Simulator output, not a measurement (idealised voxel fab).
process module | voxel released beams
Displayed cross-section: cut, width of 295 nm, square cells sized 5 nm.
Bands, listed from the top down, are how a cross-section gets written in this document; the cross-section itself is a grid of square cells, and a band is one or more rows of them.
For a band, the entry starts with two heights in nm, that of the top and then that of the bottom, and carries on with the band's materials in order from left to right, each alongside its width in nm; the word "everywhere" beside a single material means it fills the band edge to edge, and "blank" means empty space.
Heights are measured from 0, the level below which the as-received wafer is all one material; the lowest band has no bottom and continues downward, written as in "0 down".
A width given as "30 to 40" starts at the first number in the band's top row and ends at the second number in its bottom row, shifting by an equal amount at every step from row to row.
For the purposes of this document, the phrase "no alterations made" attached to a step denotes that no cell within the cross-section was modified by that step.
Each empty space that has no open way to the top and spans at least 8 cells appears under "Enclosed void entries" as width x height at distance, the distance counted from the left edge, all in nm.
It should be noted that, on the line of a given step, the content following the step's settings is a remark produced by the simulator itself with respect to that step.
overlay nm: where the mask lay relative to plan, measured to the right, on steps with a mask; negatives go left.
The remainder of this document consists of a sequence of paired cross-sections. Each pair presents the cross-section prior to one process step together with the cross-section following it, the latter being rendered only as deep as the lowest band that underwent change. The intervening step, together with its settings, is stated beneath each pair. Because the pairs may originate from different runs of this module on the same starting wafer, a given pair is to be read as continuing from the preceding pair only where its entry headed "Cross-section, before" so indicates.
Cross-section, before:
	0 down | Si everywhere
	Enclosed void entries: none
Section After Processing:
	5 to 0 | SiN everywhere
	No changes below 0.
	Enclosed void entries: none
Upper to lower cross-section via CONFORMAL_DEP with material SiN, thk nm 5
Cross-section, before: The pre-step condition corresponds to the post-step cross-section depicted in the pair directly above.
Section After Processing:
	15 to 5 | SiO2 everywhere
	No changes below 5.
	Enclosed void entries: none
Upper to lower cross-section via DIRECTIONAL_DEP with material SiO2, thk nm 10
Cross-section, before: The pre-step condition corresponds to the post-step cross-section depicted in the pair directly above.
Section After Processing:
	15 to 5 | SiO2 (95), then blank (45), then SiO2 (155)
	No changes below 5.
	Enclosed void entries: none
Upper to lower cross-section via MASKED_ETCH with tone open, mask id ANCHOR, width nm 45, etch materials SiO2, depth nm 10, overlay nm 0
Cross-section, before: The pre-step condition corresponds to the post-step cross-section depicted in the pair directly above.
Section After Processing:
	30 to 20 | TiN (110), then blank (15), then TiN (170)
	20 to 15 | TiN everywhere
	15 to 5 | SiO2 (95), then TiN (45), then SiO2 (155)
	No changes below 5.
	Enclosed void entries: none
Upper to lower cross-section via CONFORMAL_DEP with material TiN, thk nm 15
Cross-section, before: The pre-step condition corresponds to the post-step cross-section depicted in the pair directly above.
Section After Processing:
	45 to 30 | blank (90), then resist (105), then blank (100)
	30 to 20 | TiN (110), then resist (15), then TiN (170)
	No changes below 20.
	Enclosed void entries: none
Upper to lower cross-section via PATTERN with tone cover, mask id BEAM, material resist, width nm 105, thk nm 15, overlay nm 0
Cross-section, before: The pre-step condition corresponds to the post-step cross-section depicted in the pair directly above.
Section After Processing:
	45 to 30 | blank (90), then resist (105), then blank (100)
	30 to 20 | blank (90), then TiN (20), then resist (15), then TiN (70), then blank (100)
	20 to 15 | blank (90), then TiN (105), then blank (100)
	No changes below 15.
	Enclosed void entries: none
Upper to lower cross-section via DIRECTIONAL_ETCH with etch materials TiN, depth nm 15
Cross-section, before: The pre-step condition corresponds to the post-step cross-section depicted in the pair directly above.
Section After Processing:
	30 to 20 | blank (90), then TiN (20), then blank (15), then TiN (70), then blank (100)
	No changes below 20.
	Enclosed void entries: none
Upper to lower cross-section via STRIP with etch materials resist
Cross-section, before: The pre-step condition corresponds to the post-step cross-section depicted in the pair directly above.
Section After Processing:
	30 to 20 | blank (90), then TiN (20), then blank (15), then TiN (70), then blank (100)
	20 to 15 | blank (90), then TiN (105), then blank (100)
	15 to 5 | blank (95), then TiN (45), then blank (155)
	No changes below 5.
	Enclosed void entries: none
Upper to lower cross-section via STRIP with etch materials SiO2
Cross-section, before:
	5 to 0 | SiN everywhere
	0 down | Si everywhere
	Enclosed void entries: none
Section After Processing:
	20 to 5 | TiN everywhere
	No changes below 5.
	Enclosed void entries: none
Upper to lower cross-section via CONFORMAL_DEP with material TiN, thk nm 15
Cross-section, before: The pre-step condition corresponds to the post-step cross-section depicted in the pair directly above.
Section After Processing:
	35 to 20 | blank (90), then resist (105), then blank (100)
	No changes below 20.
	Enclosed void entries: none
Upper to lower cross-section via PATTERN with tone cover, mask id BEAM, material resist, width nm 105, thk nm 15, overlay nm 0
Cross-section, before: The pre-step condition corresponds to the post-step cross-section depicted in the pair directly above.
Section After Processing:
	35 to 20 | blank (90), then resist (105), then blank (100)
	20 to 5 | blank (90), then TiN (105), then blank (100)
	No changes below 5.
	Enclosed void entries: none
Upper to lower cross-section via DIRECTIONAL_ETCH with etch materials TiN, depth nm 15
Cross-section, before: The pre-step condition corresponds to the post-step cross-section depicted in the pair directly above.
Section After Processing:
	20 to 5 | blank (90), then TiN (105), then blank (100)
	No changes below 5.
	Enclosed void entries: none
Upper to lower cross-section via STRIP with etch materials resist
Cross-section, before:
	30 to 20 | TiN (110), then blank (15), then TiN (170)
	20 to 15 | TiN everywhere
	15 to 5 | SiO2 (95), then TiN (45), then SiO2 (155)
	5 to 0 | SiN everywhere
	0 down | Si everywhere
	Enclosed void entries: none
Section After Processing:
	45 to 15 | TiN everywhere
	No changes below 15.
	Enclosed void entries: none
Upper to lower cross-section via CONFORMAL_DEP with material TiN, thk nm 15
Cross-section, before: The pre-step condition corresponds to the post-step cross-section depicted in the pair directly above.
Section After Processing:
	60 to 45 | blank (90), then resist (105), then blank (100)
	No changes below 45.
	Enclosed void entries: none
Upper to lower cross-section via PATTERN with tone cover, mask id BEAM, material resist, width nm 105, thk nm 15, overlay nm 0
Cross-section, before: The pre-step condition corresponds to the post-step cross-section depicted in the pair directly above.
Section After Processing:
	60 to 45 | blank (90), then resist (105), then blank (100)
	45 to 30 | blank (90), then TiN (105), then blank (100)
	No changes below 30.
	Enclosed void entries: none
Upper to lower cross-section via DIRECTIONAL_ETCH with etch materials TiN, depth nm 15
Cross-section, before: The pre-step condition corresponds to the post-step cross-section depicted in the pair directly above.
Section After Processing:
	45 to 30 | blank (90), then TiN (105), then blank (100)
	No changes below 30.
	Enclosed void entries: none
Upper to lower cross-section via STRIP with etch materials resist
Cross-section, before:
	0 down | Si everywhere
	Enclosed void entries: none
Section After Processing:
	10 to 0 | SiO2 everywhere
	No changes below 0.
	Enclosed void entries: none
Upper to lower cross-section via DIRECTIONAL_DEP with material SiO2, thk nm 10
Cross-section, before: The pre-step condition corresponds to the post-step cross-section depicted in the pair directly above.
Section After Processing:
	15 to 10 | SiN everywhere
	No changes below 10.
	Enclosed void entries: none
Upper to lower cross-section via CONFORMAL_DEP with material SiN, thk nm 5
Cross-section, before: The pre-step condition corresponds to the post-step cross-section depicted in the pair directly above.
Section After Processing:
	30 to 15 | TiN everywhere
	No changes below 15.
	Enclosed void entries: none
Upper to lower cross-section via CONFORMAL_DEP with material TiN, thk nm 15
Cross-section, before: The pre-step condition corresponds to the post-step cross-section depicted in the pair directly above.
Section After Processing:
	45 to 30 | blank (90), then resist (105), then blank (100)
	No changes below 30.
	Enclosed void entries: none
Upper to lower cross-section via PATTERN with tone cover, mask id BEAM, material resist, width nm 105, thk nm 15, overlay nm 0
Cross-section, before: The pre-step condition corresponds to the post-step cross-section depicted in the pair directly above.
Section After Processing:
	45 to 30 | blank (90), then resist (105), then blank (100)
	30 to 15 | blank (90), then TiN (105), then blank (100)
	No changes below 15.
	Enclosed void entries: none
Upper to lower cross-section via DIRECTIONAL_ETCH with etch materials TiN, depth nm 15
Cross-section, before: The pre-step condition corresponds to the post-step cross-section depicted in the pair directly above.
Section After Processing:
	30 to 15 | blank (90), then TiN (105), then blank (100)
	No changes below 15.
	Enclosed void entries: none
Upper to lower cross-section via STRIP with etch materials resist
Cross-section, before:
	15 to 5 | SiO2 (95), then blank (45), then SiO2 (155)
	5 to 0 | SiN everywhere
	0 down | Si everywhere
	Enclosed void entries: none
Section After Processing:
	25 to 15 | TiN (105), then blank (25), then TiN (165)
	15 to 5 | SiO2 (95), then TiN (45), then SiO2 (155)
	No changes below 5.
	Enclosed void entries: none
Upper to lower cross-section via CONFORMAL_DEP with material TiN, thk nm 10
Cross-section, before: The pre-step condition corresponds to the post-step cross-section depicted in the pair directly above.
Section After Processing:
	40 to 25 | blank (90), then resist (105), then blank (100)
	25 to 15 | TiN (105), then resist (25), then TiN (165)
	No changes below 15.
	Enclosed void entries: none
Upper to lower cross-section via PATTERN with tone cover, mask id BEAM, material resist, width nm 105, thk nm 15, overlay nm 0
Cross-section, before: The pre-step condition corresponds to the post-step cross-section depicted in the pair directly above.
Section After Processing:
	40 to 25 | blank (90), then resist (105), then blank (100)
	25 to 15 | blank (90), then TiN (15), then resist (25), then TiN (65), then blank (100)
	No changes below 15.
	Enclosed void entries: none
Upper to lower cross-section via DIRECTIONAL_ETCH with etch materials TiN, depth nm 15
Cross-section, before: The pre-step condition corresponds to the post-step cross-section depicted in the pair directly above.
Section After Processing:
	25 to 15 | blank (90), then TiN (15), then blank (25), then TiN (65), then blank (100)
	No changes below 15.
	Enclosed void entries: none
Upper to lower cross-section via STRIP with etch materials resist
Cross-section, before: The pre-step condition corresponds to the post-step cross-section depicted in the pair directly above.
Section After Processing:
	25 to 15 | blank (90), then TiN (15), then blank (25), then TiN (65), then blank (100)
	15 to 5 | blank (95), then TiN (45), then blank (155)
	No changes below 5.
	Enclosed void entries: none
Upper to lower cross-section via STRIP with etch materials SiO2
Cross-section, before:
	30 to 20 | TiN (110), then blank (15), then TiN (170)
	20 to 15 | TiN everywhere
	15 to 5 | SiO2 (95), then TiN (45), then SiO2 (155)
	5 to 0 | SiN everywhere
	0 down | Si everywhere
	Enclosed void entries: none
Section After Processing:
	45 to 30 | blank (95), then resist (100), then blank (100)
	30 to 20 | TiN (110), then resist (15), then TiN (170)
	No changes below 20.
	Enclosed void entries: none
Upper to lower cross-section via PATTERN with tone cover, mask id BEAM, material resist, width nm 100, thk nm 15, overlay nm 0
Cross-section, before: The pre-step condition corresponds to the post-step cross-section depicted in the pair directly above.
Section After Processing:
	45 to 30 | blank (95), then resist (100), then blank (100)
	30 to 20 | blank (95), then TiN (15), then resist (15), then TiN (70), then blank (100)
	20 to 15 | blank (95), then TiN (100), then blank (100)
	No changes below 15.
	Enclosed void entries: none
Upper to lower cross-section via DIRECTIONAL_ETCH with etch materials TiN, depth nm 15
Cross-section, before: The pre-step condition corresponds to the post-step cross-section depicted in the pair directly above.
Section After Processing:
	30 to 20 | blank (95), then TiN (15), then blank (15), then TiN (70), then blank (100)
	No changes below 20.
	Enclosed void entries: none
Upper to lower cross-section via STRIP with etch materials resist
Cross-section, before: The pre-step condition corresponds to the post-step cross-section depicted in the pair directly above.
Section After Processing:
	30 to 20 | blank (95), then TiN (15), then blank (15), then TiN (70), then blank (100)
	20 to 15 | blank (95), then TiN (100), then blank (100)
	15 to 5 | blank (95), then TiN (45), then blank (155)
	No changes below 5.
	Enclosed void entries: none
Upper to lower cross-section via STRIP with etch materials SiO2
Cross-section, before:
	30 to 20 | TiN (110), then blank (15), then TiN (170)
	20 to 15 | TiN everywhere
	15 to 5 | SiO2 (95), then TiN (45), then SiO2 (155)
	5 to 0 | SiN everywhere
	0 down | Si everywhere
	Enclosed void entries: none
Section After Processing:
	45 to 30 | blank (85), then resist (105), then blank (105)
	30 to 20 | TiN (110), then resist (15), then TiN (170)
	No changes below 20.
	Enclosed void entries: none
Upper to lower cross-section via PATTERN with tone cover, mask id BEAM, material resist, width nm 105, thk nm 15, overlay nm -5
Cross-section, before: The pre-step condition corresponds to the post-step cross-section depicted in the pair directly above.
Section After Processing:
	45 to 30 | blank (85), then resist (105), then blank (105)
	30 to 20 | blank (85), then TiN (25), then resist (15), then TiN (65), then blank (105)
	20 to 15 | blank (85), then TiN (105), then blank (105)
	No changes below 15.
	Enclosed void entries: none
Upper to lower cross-section via DIRECTIONAL_ETCH with etch materials TiN, depth nm 15
Cross-section, before: The pre-step condition corresponds to the post-step cross-section depicted in the pair directly above.
Section After Processing:
	30 to 20 | blank (85), then TiN (25), then blank (15), then TiN (65), then blank (105)
	No changes below 20.
	Enclosed void entries: none
Upper to lower cross-section via STRIP with etch materials resist
Cross-section, before: The pre-step condition corresponds to the post-step cross-section depicted in the pair directly above.
Section After Processing:
	30 to 20 | blank (85), then TiN (25), then blank (15), then TiN (65), then blank (105)
	20 to 15 | blank (85), then TiN (105), then blank (105)
	15 to 5 | blank (95), then TiN (45), then blank (155)
	No changes below 5.
	Enclosed void entries: none
Upper to lower cross-section via STRIP with etch materials SiO2
Cross-section, before:
	0 down | Si everywhere
	Enclosed void entries: none
Section After Processing:
	5 to 0 | SiO2 everywhere
	No changes below 0.
	Enclosed void entries: none
Upper to lower cross-section via CONFORMAL_DEP with material SiO2, thk nm 5
Cross-section, before: The pre-step condition corresponds to the post-step cross-section depicted in the pair directly above.
Section After Processing:
	15 to 0 | SiO2 everywhere
	No changes below 0.
	Enclosed void entries: none
Upper to lower cross-section via DIRECTIONAL_DEP with material SiO2, thk nm 10
Cross-section, before: The pre-step condition corresponds to the post-step cross-section depicted in the pair directly above.
Section After Processing:
	15 to 5 | SiO2 (95), then blank (45), then SiO2 (155)
	No changes below 5.
	Enclosed void entries: none
Upper to lower cross-section via MASKED_ETCH with tone open, mask id ANCHOR, width nm 45, etch materials SiO2, depth nm 10, overlay nm 0
Cross-section, before: The pre-step condition corresponds to the post-step cross-section depicted in the pair directly above.
Section After Processing:
	30 to 20 | TiN (110), then blank (15), then TiN (170)
	20 to 15 | TiN everywhere
	15 to 5 | SiO2 (95), then TiN (45), then SiO2 (155)
	No changes below 5.
	Enclosed void entries: none
Upper to lower cross-section via CONFORMAL_DEP with material TiN, thk nm 15
Cross-section, before: The pre-step condition corresponds to the post-step cross-section depicted in the pair directly above.
Section After Processing:
	45 to 30 | blank (90), then resist (105), then blank (100)
	30 to 20 | TiN (110), then resist (15), then TiN (170)
	No changes below 20.
	Enclosed void entries: none
Upper to lower cross-section via PATTERN with tone cover, mask id BEAM, material resist, width nm 105, thk nm 15, overlay nm 0
Cross-section, before: The pre-step condition corresponds to the post-step cross-section depicted in the pair directly above.
Section After Processing:
	45 to 30 | blank (90), then resist (105), then blank (100)
	30 to 20 | blank (90), then TiN (20), then resist (15), then TiN (70), then blank (100)
	20 to 15 | blank (90), then TiN (105), then blank (100)
	No changes below 15.
	Enclosed void entries: none
Upper to lower cross-section via DIRECTIONAL_ETCH with etch materials TiN, depth nm 15
Cross-section, before: The pre-step condition corresponds to the post-step cross-section depicted in the pair directly above.
Section After Processing:
	30 to 20 | blank (90), then TiN (20), then blank (15), then TiN (70), then blank (100)
	No changes below 20.
	Enclosed void entries: none
Upper to lower cross-section via STRIP with etch materials resist
Cross-section, before: The pre-step condition corresponds to the post-step cross-section depicted in the pair directly above.
Section After Processing:
	0 down | Si everywhere
	Enclosed void entries: none
Upper to lower cross-section via STRIP with etch materials SiO2
Cross-section, before:
	15 to 5 | SiO2 everywhere
	5 to 0 | SiN everywhere
	0 down | Si everywhere
	Enclosed void entries: none
Section After Processing:
	15 to 5 | blank (95), then SiO2 (45), then blank (155)
	No changes below 5.
	Enclosed void entries: none
Upper to lower cross-section via MASKED_ETCH with tone cover, mask id ANCHOR, width nm 45, etch materials SiO2, depth nm 10, overlay nm 0
Cross-section, before: The pre-step condition corresponds to the post-step cross-section depicted in the pair directly above.
Section After Processing:
	30 to 20 | blank (80), then TiN (75), then blank (140)
	20 to 15 | TiN everywhere
	15 to 5 | TiN (95), then SiO2 (45), then TiN (155)
	No changes below 5.
	Enclosed void entries: none
Upper to lower cross-section via CONFORMAL_DEP with material TiN, thk nm 15
Cross-section, before: The pre-step condition corresponds to the post-step cross-section depicted in the pair directly above.
Section After Processing:
	45 to 30 | blank (90), then resist (105), then blank (100)
	30 to 20 | blank (80), then TiN (75), then resist (40), then blank (100)
	No changes below 20.
	Enclosed void entries: none
Upper to lower cross-section via PATTERN with tone cover, mask id BEAM, material resist, width nm 105, thk nm 15, overlay nm 0
Cross-section, before: The pre-step condition corresponds to the post-step cross-section depicted in the pair directly above.
Section After Processing:
	45 to 30 | blank (90), then resist (105), then blank (100)
	30 to 20 | blank (90), then TiN (65), then resist (40), then blank (100)
	20 to 15 | blank (90), then TiN (105), then blank (100)
	15 to 5 | blank (80), then TiN (15), then SiO2 (45), then TiN (55), then blank (100)
	No changes below 5.
	Enclosed void entries: none
Upper to lower cross-section via DIRECTIONAL_ETCH with etch materials TiN, depth nm 15
Cross-section, before: The pre-step condition corresponds to the post-step cross-section depicted in the pair directly above.
Section After Processing:
	30 to 20 | blank (90), then TiN (65), then blank (140)
	No changes below 20.
	Enclosed void entries: none
Upper to lower cross-section via STRIP with etch materials resist
